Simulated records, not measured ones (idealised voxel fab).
Module name: voxel transistor to metal (process module)
The cross-section shown here is cut; it is 190 nm wide and divided into square cells measuring 5 nm on a side.
How to read a cross-section here: the picture is a grid of square cells, written as bands going from the top down, and any band can span one or more rows of cells. In this notation a band is specified by the heights of its top and bottom, in that order and in nm, after which its materials appear from left to right, each paired with its width in nm. The word "full width" attached to a single material means that material fills the band from edge to edge; the word "air" stands for empty space. For the purposes of this specification, 0 denotes the height below which the wafer in its as-received condition is composed wholly of one material, and the lowermost band, lacking a lower limit, extends downward without end, as expressed in "from 0 down". When a width is written as two numbers, as in "30->40", the first number is the width in the top row of cells of the band and the second is the width in its bottom row, and the width changes by the same amount from each row to the next. Key: "nothing changed" - step with no changed cell in the cross-section. Entry "Trapped cavities" = empty spaces >= 8 cells with no open way to the top; each as width x height at distance, distance from left edge, all nm. Step line, after settings: the simulator's comment on this step. On any step carrying a mask, the "overlay nm" setting, if present on the step's line, tells how far right of its planned place the mask lay; negative values point to the left. Read each pair as before and after one process step. The after cross-section shows only down to the lowest band that changed. The step between them and its settings are given below the pair. Pairs can come from different runs of this module on the same starting wafer. A pair continues from the pair above only where its "before" entry says so.

# before
* from 0 down | Si full width
* Trapped cavities: none

# Post-Step Snapshot
* from 0 to -5 | SiO2 full width
* Rest of section, below -5: as before.
* Trapped cavities: none
The before and after cross-sections above differ by one step: OXIDIZE: depth nm 5

before: starting point is the after cross-section of the pair just above.

# Post-Step Snapshot
* from 15 to 0 | SiN full width
* Rest of section, below 0: as before.
* Trapped cavities: none
The before and after cross-sections above differ by one step: CONFORMAL_DEP: material SiN, thk nm 15

before: starting point is the after cross-section of the pair just above.

# Post-Step Snapshot
* from 30 to 15 | 35 air / 115 resist / 40 air
* Rest of section, below 15: as before.
* Trapped cavities: none
The before and after cross-sections above differ by one step: PATTERN: tone cover, mask id ACTIVE, material resist, width nm 115, thk nm 15, overlay nm 0

before: starting point is the after cross-section of the pair just above.

# Post-Step Snapshot
* from 30 to 15 | 35 air / 115 resist / 40 air
* from 15 to 0 | 35 air / 115 SiN / 40 air
* Rest of section, below 0: as before.
* Trapped cavities: none
The before and after cross-sections above differ by one step: DIRECTIONAL_ETCH: etch materials SiN, depth nm 15

before: starting point is the after cross-section of the pair just above.

# Post-Step Snapshot
* from 30 to 15 | 35 air / 115 resist / 40 air
* from 15 to 0 | 35 air / 115 SiN / 40 air
* from 0 to -5 | 35 air / 115 SiO2 / 40 air
* Rest of section, below -5: as before.
* Trapped cavities: none
The before and after cross-sections above differ by one step: DIRECTIONAL_ETCH: etch materials SiO2, depth nm 5

before: starting point is the after cross-section of the pair just above.

# Post-Step Snapshot
* from 30 to 15 | 35 air / 115 resist / 40 air
* from 15 to 0 | 35 air / 115 SiN / 40 air
* from 0 to -5 | 35 air / 115 SiO2 / 40 air
* from -5 to -35 | 35 air / 115 Si / 40 air
* Rest of section, below -35: as before.
* Trapped cavities: none
The before and after cross-sections above differ by one step: DIRECTIONAL_ETCH: etch materials Si, depth nm 30

before: starting point is the after cross-section of the pair just above.

# Post-Step Snapshot
* from 15 to 0 | 35 air / 115 SiN / 40 air
* Rest of section, below 0: as before.
* Trapped cavities: none
The before and after cross-sections above differ by one step: STRIP: etch materials resist

before: starting point is the after cross-section of the pair just above.

# Post-Step Snapshot
* from 30 to 15 | SiO2 full width
* from 15 to 0 | 35 SiO2 / 115 SiN / 40 SiO2
* from 0 to -5 | SiO2 full width
* from -5 to -35 | 35 SiO2 / 115 Si / 40 SiO2
* Rest of section, below -35: as before.
* Trapped cavities: none
The before and after cross-sections above differ by one step: FILL_DEP: material SiO2, thk nm 15

before: starting point is the after cross-section of the pair just above.

# Post-Step Snapshot
* from 15 to 0 | 35 SiO2 / 115 SiN / 40 SiO2
* Rest of section, below 0: as before.
* Trapped cavities: none
The before and after cross-sections above differ by one step: CMP: height nm 15

before: starting point is the after cross-section of the pair just above.

# Post-Step Snapshot
* from 15 to 0 | 35 air / 115 SiN / 40 air
* Rest of section, below 0: as before.
* Trapped cavities: none
The before and after cross-sections above differ by one step: SELECTIVE_ETCH: etch materials SiO2, depth nm 15

before: starting point is the after cross-section of the pair just above.

# Post-Step Snapshot
* from 0 to -5 | SiO2 full width
* Rest of section, below -5: as before.
* Trapped cavities: none
The before and after cross-sections above differ by one step: STRIP: etch materials SiN

before: starting point is the after cross-section of the pair just above.

# Post-Step Snapshot
* from -5 to -35 | 35 SiO2 / 115 Si / 40 SiO2
* Rest of section, below -35: as before.
* Trapped cavities: none
The before and after cross-sections above differ by one step: SELECTIVE_ETCH: etch materials SiO2, depth nm 5

before: starting point is the after cross-section of the pair just above.

# Post-Step Snapshot
* from -5 to -10 | SiO2 full width
* Rest of section, below -10: as before.
* Trapped cavities: none
The before and after cross-sections above differ by one step: OXIDIZE: depth nm 5

before: starting point is the after cross-section of the pair just above.

# Post-Step Snapshot
* from 20 to -5 | polySi full width
* Rest of section, below -5: as before.
* Trapped cavities: none
The before and after cross-sections above differ by one step: DIRECTIONAL_DEP: material polySi, thk nm 25

before: starting point is the after cross-section of the pair just above.

# Post-Step Snapshot
* from 30 to 20 | SiCN full width
* Rest of section, below 20: as before.
* Trapped cavities: none
The before and after cross-sections above differ by one step: DIRECTIONAL_DEP: material SiCN, thk nm 10

before: starting point is the after cross-section of the pair just above.

# Post-Step Snapshot
* from 40 to 30 | aC full width
* Rest of section, below 30: as before.
* Trapped cavities: none
The before and after cross-sections above differ by one step: DIRECTIONAL_DEP: material aC, thk nm 10

before: starting point is the after cross-section of the pair just above.

# Post-Step Snapshot
* from 70 to 40 | 80 air / 25 resist / 85 air
* Rest of section, below 40: as before.
* Trapped cavities: none
The before and after cross-sections above differ by one step: PATTERN: tone cover, mask id GATE, material resist, width nm 25, thk nm 30, overlay nm 0

before: starting point is the after cross-section of the pair just above.

# Post-Step Snapshot
* from 60 to 40 | 80 air / 25 resist / 85 air
* from 40 to 30 | 80 air / 25 aC / 85 air
* Rest of section, below 30: as before.
* Trapped cavities: none
The before and after cross-sections above differ by one step: DIRECTIONAL_ETCH: etch materials aC, depth nm 10

before: starting point is the after cross-section of the pair just above.

# Post-Step Snapshot
* from 40 to 30 | 80 air / 25 aC / 85 air
* Rest of section, below 30: as before.
* Trapped cavities: none
The before and after cross-sections above differ by one step: STRIP: etch materials resist

before: starting point is the after cross-section of the pair just above.

# Post-Step Snapshot
* from 40 to 30 | 80 air / 25 aC / 85 air
* from 30 to 20 | 80 air / 25 SiCN / 85 air
* Rest of section, below 20: as before.
* Trapped cavities: none
The before and after cross-sections above differ by one step: DIRECTIONAL_ETCH: etch materials SiCN, depth nm 20

before: starting point is the after cross-section of the pair just above.

# Post-Step Snapshot
* from 40 to 30 | 80 air / 25 aC / 85 air
* from 30 to 20 | 80 air / 25 SiCN / 85 air
* from 20 to -5 | 80 air / 25 polySi / 85 air
* Rest of section, below -5: as before.
* Trapped cavities: none
The before and after cross-sections above differ by one step: DIRECTIONAL_ETCH: etch materials polySi, depth nm 35

before: starting point is the after cross-section of the pair just above.

# Post-Step Snapshot
* from 30 to 20 | 80 air / 25 SiCN / 85 air
* Rest of section, below 20: as before.
* Trapped cavities: none
The before and after cross-sections above differ by one step: STRIP: etch materials aC

before: starting point is the after cross-section of the pair just above.

# Post-Step Snapshot
* from 35 to 30 | 75 air / 35 SiO2 / 80 air
* from 30 to 20 | 75 air / 5 SiO2 / 25 SiCN / 5 SiO2 / 80 air
* from 20 to 0 | 75 air / 5 SiO2 / 25 polySi / 5 SiO2 / 80 air
* from 0 to -5 | 80 SiO2 / 25 polySi / 85 SiO2
* Rest of section, below -5: as before.
* Trapped cavities: none
The before and after cross-sections above differ by one step: CONFORMAL_DEP: material SiO2, thk nm 5

before: starting point is the after cross-section of the pair just above.

# Post-Step Snapshot
* from 30 to 20 | 75 air / 5 SiO2 / 25 SiCN / 5 SiO2 / 80 air
* from 20 to -5 | 75 air / 5 SiO2 / 25 polySi / 5 SiO2 / 80 air
* Rest of section, below -5: as before.
* Trapped cavities: none
The before and after cross-sections above differ by one step: DIRECTIONAL_ETCH: etch materials SiO2, depth nm 5

before: starting point is the after cross-section of the pair just above.

# Post-Step Snapshot
* from 35 to 30 | 70 air / 45 SiN / 75 air
* from 30 to 20 | 70 air / 5 SiN / 5 SiO2 / 25 SiCN / 5 SiO2 / 5 SiN / 75 air
* from 20 to 0 | 70 air / 5 SiN / 5 SiO2 / 25 polySi / 5 SiO2 / 5 SiN / 75 air
* from 0 to -5 | 75 SiN / 5 SiO2 / 25 polySi / 5 SiO2 / 80 SiN
* Rest of section, below -5: as before.
* Trapped cavities: none
The before and after cross-sections above differ by one step: CONFORMAL_DEP: material SiN, thk nm 5

before: starting point is the after cross-section of the pair just above.

# Post-Step Snapshot
* from 30 to 20 | 70 air / 5 SiN / 5 SiO2 / 25 SiCN / 5 SiO2 / 5 SiN / 75 air
* from 20 to -5 | 70 air / 5 SiN / 5 SiO2 / 25 polySi / 5 SiO2 / 5 SiN / 75 air
* Rest of section, below -5: as before.
* Trapped cavities: none
The before and after cross-sections above differ by one step: DIRECTIONAL_ETCH: etch materials SiN, depth nm 5

before: starting point is the after cross-section of the pair just above.

# Post-Step Snapshot
* from 30 to 25 | 70 air / 5 SiN / 5 air / 25 SiCN / 5 air / 5 SiN / 75 air
* from 25 to 20 | 70 air / 5 SiN / 5 SiO2 / 25 SiCN / 5 SiO2 / 5 SiN / 75 air
* from 20 to -5 | 70 air / 5 SiN / 5 SiO2 / 25 polySi / 5 SiO2 / 5 SiN / 75 air
* from -5 to -10 | 70 air / 45 SiO2 / 75 air
* Rest of section, below -10: as before.
* Trapped cavities: none
The before and after cross-sections above differ by one step: DIRECTIONAL_ETCH: etch materials SiO2, depth nm 5

before: starting point is the after cross-section of the pair just above.

# Post-Step Snapshot
* from 30 to 25 | 70 air / 5 SiN / 5 air / 25 SiCN / 5 air / 5 SiN / 75 air
* from 25 to 20 | 70 air / 5 SiN / 5 SiO2 / 25 SiCN / 5 SiO2 / 5 SiN / 75 air
* from 20 to -5 | 70 air / 5 SiN / 5 SiO2 / 25 polySi / 5 SiO2 / 5 SiN / 75 air
* from -5 to -10 | 70 air / 45 SiO2 / 75 air
* from -10 to -20 | 35 SiO2 / 35 air / 45 Si / 35 air / 40 SiO2
* Rest of section, below -20: as before.
* Trapped cavities: none
The before and after cross-sections above differ by one step: DIRECTIONAL_ETCH: etch materials Si, depth nm 10

before: starting point is the after cross-section of the pair just above.

# Post-Step Snapshot
* from 30 to 25 | 70 air / 5 SiN / 5 air / 25 SiCN / 5 air / 5 SiN / 75 air
* from 25 to 20 | 70 air / 5 SiN / 5 SiO2 / 25 SiCN / 5 SiO2 / 5 SiN / 75 air
* from 20 to 0 | 70 air / 5 SiN / 5 SiO2 / 25 polySi / 5 SiO2 / 5 SiN / 75 air
* from 0 to -5 | 60 air / 10 SiGe / 5 SiN / 5 SiO2 / 25 polySi / 5 SiO2 / 5 SiN / 10 SiGe / 65 air
* from -5 to -10 | 60 air / 10 SiGe / 45 SiO2 / 10 SiGe / 65 air
* from -10 to -20 | 35 SiO2 / 35 SiGe / 45 Si / 35 SiGe / 40 SiO2
* Rest of section, below -20: as before.
* Trapped cavities: none
The before and after cross-sections above differ by one step: EPI: material SiGe, thk nm 10

before: starting point is the after cross-section of the pair just above.

# Post-Step Snapshot
* from 35 to 30 | SiO2 full width
* from 30 to 20 | 70 SiO2 / 5 SiN / 5 SiO2 / 25 SiCN / 5 SiO2 / 5 SiN / 75 SiO2
* from 20 to 0 | 70 SiO2 / 5 SiN / 5 SiO2 / 25 polySi / 5 SiO2 / 5 SiN / 75 SiO2
* from 0 to -5 | 60 SiO2 / 10 SiGe / 5 SiN / 5 SiO2 / 25 polySi / 5 SiO2 / 5 SiN / 10 SiGe / 65 SiO2
* from -5 to -10 | 60 SiO2 / 10 SiGe / 45 SiO2 / 10 SiGe / 65 SiO2
* Rest of section, below -10: as before.
* Trapped cavities: none
The before and after cross-sections above differ by one step: FILL_DEP: material SiO2, thk nm 5

before: starting point is the after cross-section of the pair just above.

# Post-Step Snapshot
* from 30 to 20 | 70 SiO2 / 5 SiN / 5 SiO2 / 25 SiCN / 5 SiO2 / 5 SiN / 75 SiO2
* Rest of section, below 20: as before.
* Trapped cavities: none
The before and after cross-sections above differ by one step: CMP: height nm 30

before: starting point is the after cross-section of the pair just above.

# Post-Step Snapshot
* from 45 to 30 | SiO2 full width
* Rest of section, below 30: as before.
* Trapped cavities: none
The before and after cross-sections above differ by one step: DIRECTIONAL_DEP: material SiO2, thk nm 15

before: starting point is the after cross-section of the pair just above.

# Post-Step Snapshot
* from 60 to 45 | aC full width
* Rest of section, below 45: as before.
* Trapped cavities: none
The before and after cross-sections above differ by one step: DIRECTIONAL_DEP: material aC, thk nm 15

before: starting point is the after cross-section of the pair just above.

# Post-Step Snapshot
* from 90 to 60 | 45 resist / 30 air / 35 resist / 30 air / 50 resist
* Rest of section, below 60: as before.
* Trapped cavities: none
The before and after cross-sections above differ by one step: PATTERN: tone open, mask id CONTACT, material resist, width nm 30, pitch nm 65, thk nm 30, overlay nm 0

before: starting point is the after cross-section of the pair just above.

# Post-Step Snapshot
* from 75 to 60 | 45 resist / 30 air / 35 resist / 30 air / 50 resist
* from 60 to 45 | 45 aC / 30 air / 35 aC / 30 air / 50 aC
* Rest of section, below 45: as before.
* Trapped cavities: none
The before and after cross-sections above differ by one step: DIRECTIONAL_ETCH: etch materials aC, depth nm 15

before: starting point is the after cross-section of the pair just above.

# Post-Step Snapshot
* from 60 to 45 | 45 aC / 30 air / 35 aC / 30 air / 50 aC
* Rest of section, below 45: as before.
* Trapped cavities: none
The before and after cross-sections above differ by one step: STRIP: etch materials resist

before: starting point is the after cross-section of the pair just above.

# Post-Step Snapshot
* from 60 to 45 | 45 aC / 30 air / 35 aC / 30 air / 50 aC
* from 45 to 30 | 45 SiO2 / 30 air / 35 SiO2 / 30 air / 50 SiO2
* from 30 to 20 | 45 SiO2 / 25 air / 5 SiN / 5 SiO2 / 25 SiCN / 5 SiO2 / 5 SiN / 25 air / 50 SiO2
* from 20 to 0 | 45 SiO2 / 25 air / 5 SiN / 5 SiO2 / 25 polySi / 5 SiO2 / 5 SiN / 25 air / 50 SiO2
* from 0 to -5 | 45 SiO2 / 15 air / 10 SiGe / 5 SiN / 5 SiO2 / 25 polySi / 5 SiO2 / 5 SiN / 10 SiGe / 15 air / 50 SiO2
* from -5 to -10 | 45 SiO2 / 15 air / 10 SiGe / 45 SiO2 / 10 SiGe / 15 air / 50 SiO2
* Rest of section, below -10: as before.
* Trapped cavities: none
The before and after cross-sections above differ by one step: DIRECTIONAL_ETCH: etch materials SiO2, depth nm 55

before: starting point is the after cross-section of the pair just above.

# Post-Step Snapshot
* from 45 to 30 | 45 SiO2 / 30 air / 35 SiO2 / 30 air / 50 SiO2
* Rest of section, below 30: as before.
* Trapped cavities: none
The before and after cross-sections above differ by one step: STRIP: etch materials aC

before: starting point is the after cross-section of the pair just above.

# Post-Step Snapshot
* from 50 to 45 | 50 TiN / 20 air / 45 TiN / 20 air / 55 TiN
* from 45 to 35 | 45 SiO2 / 5 TiN / 20 air / 5 TiN / 35 SiO2 / 5 TiN / 20 air / 5 TiN / 50 SiO2
* from 35 to 30 | 45 SiO2 / 5 TiN / 15 air / 10 TiN / 35 SiO2 / 10 TiN / 15 air / 5 TiN / 50 SiO2
* from 30 to 20 | 45 SiO2 / 5 TiN / 15 air / 5 TiN / 5 SiN / 5 SiO2 / 25 SiCN / 5 SiO2 / 5 SiN / 5 TiN / 15 air / 5 TiN / 50 SiO2
* from 20 to 5 | 45 SiO2 / 5 TiN / 15 air / 5 TiN / 5 SiN / 5 SiO2 / 25 polySi / 5 SiO2 / 5 SiN / 5 TiN / 15 air / 5 TiN / 50 SiO2
* from 5 to 0 | 45 SiO2 / 5 TiN / 5 air / 15 TiN / 5 SiN / 5 SiO2 / 25 polySi / 5 SiO2 / 5 SiN / 15 TiN / 5 air / 5 TiN / 50 SiO2
* from 0 to -5 | 45 SiO2 / 5 TiN / 5 air / 5 TiN / 10 SiGe / 5 SiN / 5 SiO2 / 25 polySi / 5 SiO2 / 5 SiN / 10 SiGe / 5 TiN / 5 air / 5 TiN / 50 SiO2
* from -5 to -10 | 45 SiO2 / 15 TiN / 10 SiGe / 45 SiO2 / 10 SiGe / 15 TiN / 50 SiO2
* Rest of section, below -10: as before.
* Trapped cavities: none
The before and after cross-sections above differ by one step: CONFORMAL_DEP: material TiN, thk nm 5

before: starting point is the after cross-section of the pair just above.

# Post-Step Snapshot
* from 55 to 50 | Ru full width
* from 50 to 45 | 50 TiN / 20 Ru / 45 TiN / 20 Ru / 55 TiN
* from 45 to 35 | 45 SiO2 / 5 TiN / 20 Ru / 5 TiN / 35 SiO2 / 5 TiN / 20 Ru / 5 TiN / 50 SiO2
* from 35 to 30 | 45 SiO2 / 5 TiN / 15 Ru / 10 TiN / 35 SiO2 / 10 TiN / 15 Ru / 5 TiN / 50 SiO2
* from 30 to 20 | 45 SiO2 / 5 TiN / 15 Ru / 5 TiN / 5 SiN / 5 SiO2 / 25 SiCN / 5 SiO2 / 5 SiN / 5 TiN / 15 Ru / 5 TiN / 50 SiO2
* from 20 to 5 | 45 SiO2 / 5 TiN / 15 Ru / 5 TiN / 5 SiN / 5 SiO2 / 25 polySi / 5 SiO2 / 5 SiN / 5 TiN / 15 Ru / 5 TiN / 50 SiO2
* from 5 to 0 | 45 SiO2 / 5 TiN / 5 Ru / 15 TiN / 5 SiN / 5 SiO2 / 25 polySi / 5 SiO2 / 5 SiN / 15 TiN / 5 Ru / 5 TiN / 50 SiO2
* from 0 to -5 | 45 SiO2 / 5 TiN / 5 Ru / 5 TiN / 10 SiGe / 5 SiN / 5 SiO2 / 25 polySi / 5 SiO2 / 5 SiN / 10 SiGe / 5 TiN / 5 Ru / 5 TiN / 50 SiO2
* Rest of section, below -5: as before.
* Trapped cavities: none
The before and after cross-sections above differ by one step: FILL_DEP: material Ru, thk nm 5

before: starting point is the after cross-section of the pair just above.

# Post-Step Snapshot
* from 45 to 35 | 45 SiO2 / 5 TiN / 20 Ru / 5 TiN / 35 SiO2 / 5 TiN / 20 Ru / 5 TiN / 50 SiO2
* Rest of section, below 35: as before.
* Trapped cavities: none
The before and after cross-sections above differ by one step: CMP: height nm 45

before: starting point is the after cross-section of the pair just above.

# Post-Step Snapshot
* from 50 to 45 | TiN full width
* Rest of section, below 45: as before.
* Trapped cavities: none
The before and after cross-sections above differ by one step: DIRECTIONAL_DEP: material TiN, thk nm 5

before: starting point is the after cross-section of the pair just above.

# Post-Step Snapshot
* from 75 to 50 | Ru full width
* Rest of section, below 50: as before.
* Trapped cavities: none
The before and after cross-sections above differ by one step: DIRECTIONAL_DEP: material Ru, thk nm 25

before: starting point is the after cross-section of the pair just above.

# Post-Step Snapshot
* from 90 to 75 | 45 air / 20 resist / 55 air / 20 resist / 50 air
* Rest of section, below 75: as before.
* Trapped cavities: none
The before and after cross-sections above differ by one step: PATTERN: tone cover, mask id METAL_1, material resist, width nm 20, pitch nm 75, thk nm 15, overlay nm 0

before: starting point is the after cross-section of the pair just above.

# Post-Step Snapshot
* from 90 to 75 | 45 air / 20 resist / 55 air / 20 resist / 50 air
* from 75 to 50 | 45 air / 20 Ru / 55 air / 20 Ru / 50 air
* Rest of section, below 50: as before.
* Trapped cavities: none
The before and after cross-sections above differ by one step: DIRECTIONAL_ETCH: etch materials Ru, depth nm 25

before: starting point is the after cross-section of the pair just above.

# Post-Step Snapshot
* from 90 to 75 | 45 air / 20 resist / 55 air / 20 resist / 50 air
* from 75 to 50 | 45 air / 20 Ru / 55 air / 20 Ru / 50 air
* from 50 to 45 | 45 air / 20 TiN / 55 air / 20 TiN / 50 air
* Rest of section, below 45: as before.
* Trapped cavities: none
The before and after cross-sections above differ by one step: DIRECTIONAL_ETCH: etch materials TiN, depth nm 5

before: starting point is the after cross-section of the pair just above.

# Post-Step Snapshot
* from 75 to 50 | 45 air / 20 Ru / 55 air / 20 Ru / 50 air
* Rest of section, below 50: as before.
* Trapped cavities: none
The before and after cross-sections above differ by one step: STRIP: etch materials resist

before: starting point is the after cross-section of the pair just above.

# Post-Step Snapshot
* from 85 to 75 | lowk full width
* from 75 to 50 | 45 lowk / 20 Ru / 55 lowk / 20 Ru / 50 lowk
* from 50 to 45 | 45 lowk / 20 TiN / 55 lowk / 20 TiN / 50 lowk
* Rest of section, below 45: as before.
* Trapped cavities: none
The before and after cross-sections above differ by one step: FILL_DEP: material lowk, thk nm 10

before: starting point is the after cross-section of the pair just above.

# Post-Step Snapshot
* from 75 to 50 | 45 lowk / 20 Ru / 55 lowk / 20 Ru / 50 lowk
* Rest of section, below 50: as before.
* Trapped cavities: none
The before and after cross-sections above differ by one step: CMP: height nm 75

before: starting point is the after cross-section of the pair just above.

# Post-Step Snapshot
* from 80 to 75 | SiCN full width
* Rest of section, below 75: as before.
* Trapped cavities: none
The before and after cross-sections above differ by one step: CONFORMAL_DEP: material SiCN, thk nm 5

before: starting point is the after cross-section of the pair just above.

# Post-Step Snapshot
* from 105 to 80 | SiO2 full width
* Rest of section, below 80: as before.
* Trapped cavities: none
The before and after cross-sections above differ by one step: DIRECTIONAL_DEP: material SiO2, thk nm 25

before: starting point is the after cross-section of the pair just above.

# Post-Step Snapshot
* from 125 to 105 | 45 resist / 20 air / 55 resist / 20 air / 50 resist
* Rest of section, below 105: as before.
* Trapped cavities: none
The before and after cross-sections above differ by one step: PATTERN: tone open, mask id METAL_2, material resist, width nm 20, pitch nm 75, thk nm 20, overlay nm 0

before: starting point is the after cross-section of the pair just above.

# Post-Step Snapshot
* from 125 to 105 | 45 resist / 20 air / 55 resist / 20 air / 50 resist
* from 105 to 90 | 45 SiO2 / 20 air / 55 SiO2 / 20 air / 50 SiO2
* Rest of section, below 90: as before.
* Trapped cavities: none
The before and after cross-sections above differ by one step: DIRECTIONAL_ETCH: etch materials SiO2, depth nm 15

before: starting point is the after cross-section of the pair just above.

# Post-Step Snapshot
* from 105 to 90 | 45 SiO2 / 20 air / 55 SiO2 / 20 air / 50 SiO2
* Rest of section, below 90: as before.
* Trapped cavities: none
The before and after cross-sections above differ by one step: STRIP: etch materials resist

before: starting point is the after cross-section of the pair just above.

# Post-Step Snapshot
* from 120 to 105 | 45 aC / 20 air / 55 aC / 20 air / 50 aC
* from 105 to 90 | 45 SiO2 / 20 aC / 55 SiO2 / 20 aC / 50 SiO2
* Rest of section, below 90: as before.
* Trapped cavities: none
The before and after cross-sections above differ by one step: DIRECTIONAL_DEP: material aC, thk nm 15

before: starting point is the after cross-section of the pair just above.

# Post-Step Snapshot
* from 155 to 120 | 45 resist / 15 air / 60 resist / 15 air / 55 resist
* from 120 to 105 | 45 aC / 15 air / 5 resist / 55 aC / 15 air / 5 resist / 50 aC
* Rest of section, below 105: as before.
* Trapped cavities: none
The before and after cross-sections above differ by one step: PATTERN: tone open, mask id METAL_2_HOLES, material resist, width nm 15, pitch nm 75, thk nm 35, overlay nm 0

before: starting point is the after cross-section of the pair just above.

# Post-Step Snapshot
* from 140 to 120 | 45 resist / 15 air / 60 resist / 15 air / 55 resist
* from 120 to 105 | 45 aC / 15 air / 5 resist / 55 aC / 15 air / 5 resist / 50 aC
* from 105 to 90 | 45 SiO2 / 15 air / 5 aC / 55 SiO2 / 15 air / 5 aC / 50 SiO2
* Rest of section, below 90: as before.
* Trapped cavities: none
The before and after cross-sections above differ by one step: DIRECTIONAL_ETCH: etch materials aC, depth nm 15

before: starting point is the after cross-section of the pair just above.

# Post-Step Snapshot
* from 120 to 105 | 45 aC / 20 air / 55 aC / 20 air / 50 aC
* Rest of section, below 105: as before.
* Trapped cavities: none
The before and after cross-sections above differ by one step: STRIP: etch materials resist

before: starting point is the after cross-section of the pair just above.

# Post-Step Snapshot
* from 120 to 105 | 45 aC / 20 air / 55 aC / 20 air / 50 aC
* from 105 to 90 | 45 SiO2 / 15 air / 5 aC / 55 SiO2 / 15 air / 5 aC / 50 SiO2
* from 90 to 80 | 45 SiO2 / 15 air / 60 SiO2 / 15 air / 55 SiO2
* Rest of section, below 80: as before.
* Trapped cavities: none
The before and after cross-sections above differ by one step: DIRECTIONAL_ETCH: etch materials SiO2, depth nm 10

before: starting point is the after cross-section of the pair just above.

# Post-Step Snapshot
* from 120 to 105 | 45 aC / 20 air / 55 aC / 20 air / 50 aC
* from 105 to 90 | 45 SiO2 / 15 air / 5 aC / 55 SiO2 / 15 air / 5 aC / 50 SiO2
* from 90 to 80 | 45 SiO2 / 15 air / 60 SiO2 / 15 air / 55 SiO2
* from 80 to 75 | 45 SiCN / 15 air / 60 SiCN / 15 air / 55 SiCN
* Rest of section, below 75: as before.
* Trapped cavities: none
The before and after cross-sections above differ by one step: DIRECTIONAL_ETCH: etch materials SiCN, depth nm 5

before: starting point is the after cross-section of the pair just above.

# Post-Step Snapshot
* from 105 to 90 | 45 SiO2 / 20 air / 55 SiO2 / 20 air / 50 SiO2
* Rest of section, below 90: as before.
* Trapped cavities: none
The before and after cross-sections above differ by one step: STRIP: etch materials aC

before: starting point is the after cross-section of the pair just above.

# Post-Step Snapshot
* from 110 to 105 | 50 TiN / 10 air / 65 TiN / 10 air / 55 TiN
* from 105 to 95 | 45 SiO2 / 5 TiN / 10 air / 5 TiN / 55 SiO2 / 5 TiN / 10 air / 5 TiN / 50 SiO2
* from 95 to 90 | 45 SiO2 / 5 TiN / 5 air / 10 TiN / 55 SiO2 / 5 TiN / 5 air / 10 TiN / 50 SiO2
* from 90 to 80 | 45 SiO2 / 5 TiN / 5 air / 5 TiN / 60 SiO2 / 5 TiN / 5 air / 5 TiN / 55 SiO2
* from 80 to 75 | 45 SiCN / 15 TiN / 60 SiCN / 15 TiN / 55 SiCN
* Rest of section, below 75: as before.
* Trapped cavities: none
The before and after cross-sections above differ by one step: CONFORMAL_DEP: material TiN, thk nm 5

before: starting point is the after cross-section of the pair just above.

# Post-Step Snapshot
* from 115 to 110 | Cu full width
* from 110 to 105 | 50 TiN / 10 Cu / 65 TiN / 10 Cu / 55 TiN
* from 105 to 95 | 45 SiO2 / 5 TiN / 10 Cu / 5 TiN / 55 SiO2 / 5 TiN / 10 Cu / 5 TiN / 50 SiO2
* from 95 to 90 | 45 SiO2 / 5 TiN / 5 Cu / 10 TiN / 55 SiO2 / 5 TiN / 5 Cu / 10 TiN / 50 SiO2
* from 90 to 80 | 45 SiO2 / 5 TiN / 5 Cu / 5 TiN / 60 SiO2 / 5 TiN / 5 Cu / 5 TiN / 55 SiO2
* Rest of section, below 80: as before.
* Trapped cavities: none
The before and after cross-sections above differ by one step: FILL_DEP: material Cu, thk nm 5

before: starting point is the after cross-section of the pair just above.

# Post-Step Snapshot
* from 105 to 95 | 45 SiO2 / 5 TiN / 10 Cu / 5 TiN / 55 SiO2 / 5 TiN / 10 Cu / 5 TiN / 50 SiO2
* Rest of section, below 95: as before.
* Trapped cavities: none
The before and after cross-sections above differ by one step: CMP: height nm 105

before: starting point is the after cross-section of the pair just above.

# Post-Step Snapshot
* from 110 to 105 | SiCN full width
* Rest of section, below 105: as before.
* Trapped cavities: none
The before and after cross-sections above differ by one step: CONFORMAL_DEP: material SiCN, thk nm 5

# before
* from 30 to 20 | 75 air / 5 SiO2 / 25 SiCN / 5 SiO2 / 80 air
* from 20 to -5 | 75 air / 5 SiO2 / 25 polySi / 5 SiO2 / 80 air
* from -5 to -10 | SiO2 full width
* from -10 to -35 | 35 SiO2 / 115 Si / 40 SiO2
* from -35 down | Si full width
* Trapped cavities: none

# Post-Step Snapshot
* from 30 to 25 | 80 air / 25 SiCN / 85 air
* from 25 to 20 | 75 air / 5 SiO2 / 25 SiCN / 5 SiO2 / 80 air
* from 20 to -5 | 75 air / 5 SiO2 / 25 polySi / 5 SiO2 / 80 air
* from -5 to -10 | 75 air / 35 SiO2 / 80 air
* Rest of section, below -10: as before.
* Trapped cavities: none
The before and after cross-sections above differ by one step: DIRECTIONAL_ETCH: etch materials SiO2, depth nm 5

before: starting point is the after cross-section of the pair just above.

# Post-Step Snapshot
* from 30 to 25 | 80 air / 25 SiCN / 85 air
* from 25 to 20 | 75 air / 5 SiO2 / 25 SiCN / 5 SiO2 / 80 air
* from 20 to -5 | 75 air / 5 SiO2 / 25 polySi / 5 SiO2 / 80 air
* from -5 to -10 | 75 air / 35 SiO2 / 80 air
* from -10 to -20 | 35 SiO2 / 40 air / 35 Si / 40 air / 40 SiO2
* Rest of section, below -20: as before.
* Trapped cavities: none
The before and after cross-sections above differ by one step: DIRECTIONAL_ETCH: etch materials Si, depth nm 10

before: starting point is the after cross-section of the pair just above.

# Post-Step Snapshot
* from 30 to 25 | 80 air / 25 SiCN / 85 air
* from 25 to 20 | 75 air / 5 SiO2 / 25 SiCN / 5 SiO2 / 80 air
* from 20 to 0 | 75 air / 5 SiO2 / 25 polySi / 5 SiO2 / 80 air
* from 0 to -5 | 65 air / 10 SiGe / 5 SiO2 / 25 polySi / 5 SiO2 / 10 SiGe / 70 air
* from -5 to -10 | 65 air / 10 SiGe / 35 SiO2 / 10 SiGe / 70 air
* from -10 to -20 | 35 SiO2 / 40 SiGe / 35 Si / 40 SiGe / 40 SiO2
* Rest of section, below -20: as before.
* Trapped cavities: none
The before and after cross-sections above differ by one step: EPI: material SiGe, thk nm 10

before: starting point is the after cross-section of the pair just above.

# Post-Step Snapshot
* from 35 to 30 | SiO2 full width
* from 30 to 20 | 80 SiO2 / 25 SiCN / 85 SiO2
* from 20 to 0 | 80 SiO2 / 25 polySi / 85 SiO2
* from 0 to -5 | 65 SiO2 / 10 SiGe / 5 SiO2 / 25 polySi / 5 SiO2 / 10 SiGe / 70 SiO2
* from -5 to -10 | 65 SiO2 / 10 SiGe / 35 SiO2 / 10 SiGe / 70 SiO2
* Rest of section, below -10: as before.
* Trapped cavities: none
The before and after cross-sections above differ by one step: FILL_DEP: material SiO2, thk nm 5

before: starting point is the after cross-section of the pair just above.

# Post-Step Snapshot
* from 30 to 20 | 80 SiO2 / 25 SiCN / 85 SiO2
* Rest of section, below 20: as before.
* Trapped cavities: none
The before and after cross-sections above differ by one step: CMP: height nm 30
